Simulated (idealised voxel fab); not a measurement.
The process module presented herein is designated voxel spacer lines.
It is cross-section cut that appears here, measuring 195 nm in width, its square cells being 5 nm in size.
Cross-section format: a grid of square cells, given as bands from top to bottom; each band is one or more rows of cells. Quick guide to a band line: top height, bottom height (nm) up front; then every material left to right with its width in nm. Only one material and it's marked "throughout"? Then it fills the band edge to edge. And "blank" just means empty space. Convention: height 0 is the level below which the wafer, as received, is all one material. The lowest band does not terminate at the bottom but continues downward, represented as "top 0, no bottom". Quick explanation for "30 to 40": the width changes in equal steps down the rows of cells, from the first number in the band's top row to the second number in its bottom row. It should be understood that the words "no change", when stated for a given step, signify that the cross-section underwent no change in any of its cells during that step. Heads up: "Sealed void inventory" only lists the empty pockets with no open path to the top that are 8 cells or more, and it writes them as width x height at distance, distance from the left edge, in nm. after a step's settings: what the simulator itself notes on the step. overlay nm: on a step with a mask, how far right of its planned place the mask lay; negative means left.
The process steps that were planned are listed below:
1,RECEIVE [material Si]
2,CONFORMAL_DEP [material SiO2] [thk nm 10]
3,DIRECTIONAL_DEP [material TiN] [thk nm 15]
4,DIRECTIONAL_DEP [material aC] [thk nm 30]
5,PATTERN [tone cover] [mask id MANDREL] [material resist] [width nm 20] [pitch nm 70] [thk nm 35] [overlay nm 0]
6,DIRECTIONAL_ETCH [etch materials aC] [depth nm 30]
7,STRIP [etch materials resist]
8,CONFORMAL_DEP [material SiN] [thk nm 5]
9,DIRECTIONAL_ETCH [etch materials SiN] [depth nm 15]
10,STRIP [etch materials aC]
11,DIRECTIONAL_ETCH [etch materials TiN] [depth nm 15]
12,STRIP [etch materials SiN]
The plan shows the thk nm of step 8 as the first wafer had it; this setting differs between the wafers, which start out alike.
Sectional view: first of several wafers, as received, after step 1:
- top 0, no bottom: Si throughout
- Sealed void inventory: none
Tabulated below, wafer by wafer, are the end-of-module results: for each material, the number of cells gained (+) or lost (-) relative to the as-received state, followed by the closed voids:
thk nm 5, +78 SiO2, +18 TiN, Sealed void inventory: none
thk nm 10, +78 SiO2, +36 TiN, Sealed void inventory: none
thk nm 15, +78 SiO2, +54 TiN, Sealed void inventory: none
thk nm 20, +78 SiO2, +117 TiN, +72 aC, Sealed void inventory: none
thk nm 25, +78 SiO2, +117 TiN, +72 aC, Sealed void inventory: none
thk nm 30, +78 SiO2, +117 TiN, +72 aC, Sealed void inventory: none
